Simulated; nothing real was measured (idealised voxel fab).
Herein follows the process module entitled voxel double patterning.
The cross-section on display is named cut; it measures 170 nm wide, and its cells are 5 nm squares.
The cross-sections in this document take the form of a grid made of square cells. They are written out as bands, in order from top to bottom. Each band consists of one or more rows of cells. This entry defines a band. It first specifies the height of the band's top and the height of its bottom in nm, and then specifies the band's materials from left to right, stating each material with its width in nm. The word "everywhere" identifies a single material that fills the band from edge to edge, while the word "blank" identifies empty space. Height reference: 0 = level under which incoming wafer is all one material. Lowest band: no bottom, runs on downward, e.g. "0 and below". A width such as "30..40" changes by the same amount from each row of cells to the next, from the band's top row to its bottom row. Where a step carries "all unchanged", the cross-section came out of it unchanged, cell for cell. "Entrapped voids" lists enclosed empty spaces (at least 8 cells, no open path upward to the top), each as width x height at distance from the left edge, in nm. The remark found on a step's line after its settings is issued by the simulator itself and pertains to that step. If you see "overlay nm" on a step's line and that step has a mask, it's telling you how far right of where it was planned the mask ended up; a negative number means it went left instead.
### The process steps that were planned are listed below
1 op RECEIVE | material Si
2 op CONFORMAL_DEP | material SiN | thk nm 5
3 op DIRECTIONAL_DEP | material SiO2 | thk nm 10
4 op DIRECTIONAL_DEP | material SiCN | thk nm 5
5 op DIRECTIONAL_DEP | material aC | thk nm 10
6 op PATTERN | tone open | mask id FIRST | material resist | width nm 15 | pitch nm 50 | thk nm 30 | overlay nm 0
7 op DIRECTIONAL_ETCH | etch materials aC | depth nm 10
8 op STRIP | etch materials resist
9 op DIRECTIONAL_ETCH | etch materials SiCN | depth nm 5
10 op STRIP | etch materials aC
11 op PATTERN | tone open | mask id SECOND | material resist | width nm 15 | pitch nm 50 | thk nm 20 | overlay nm 0
12 op DIRECTIONAL_ETCH | etch materials SiCN | depth nm 5
13 op STRIP | etch materials resist
14 op DIRECTIONAL_ETCH | etch materials SiO2 | depth nm 10
15 op STRIP | etch materials SiCN
### Cross-section of the wafer upon arrival, representing the state reached after step 1
- 0 and below | Si everywhere
- Entrapped voids: none
### Cross-section at module end, one run error; start and plan unchanged from above
- 15 down to 10 | 25 of SiO2 / 15 of blank / 10 of SiO2 / 15 of blank / 10 of SiO2 / 15 of blank / 10 of SiO2 / 15 of blank / 10 of SiO2 / 15 of blank / 30 of SiO2
- 10 down to 5 | SiO2 everywhere
- 5 down to 0 | SiN everywhere
- 0 and below | Si everywhere
- Entrapped voids: none
So what did we get wrong on this run? contrary to plan, step 14 was performed as op DIRECTIONAL_ETCH | etch materials SiO2 | depth nm 5
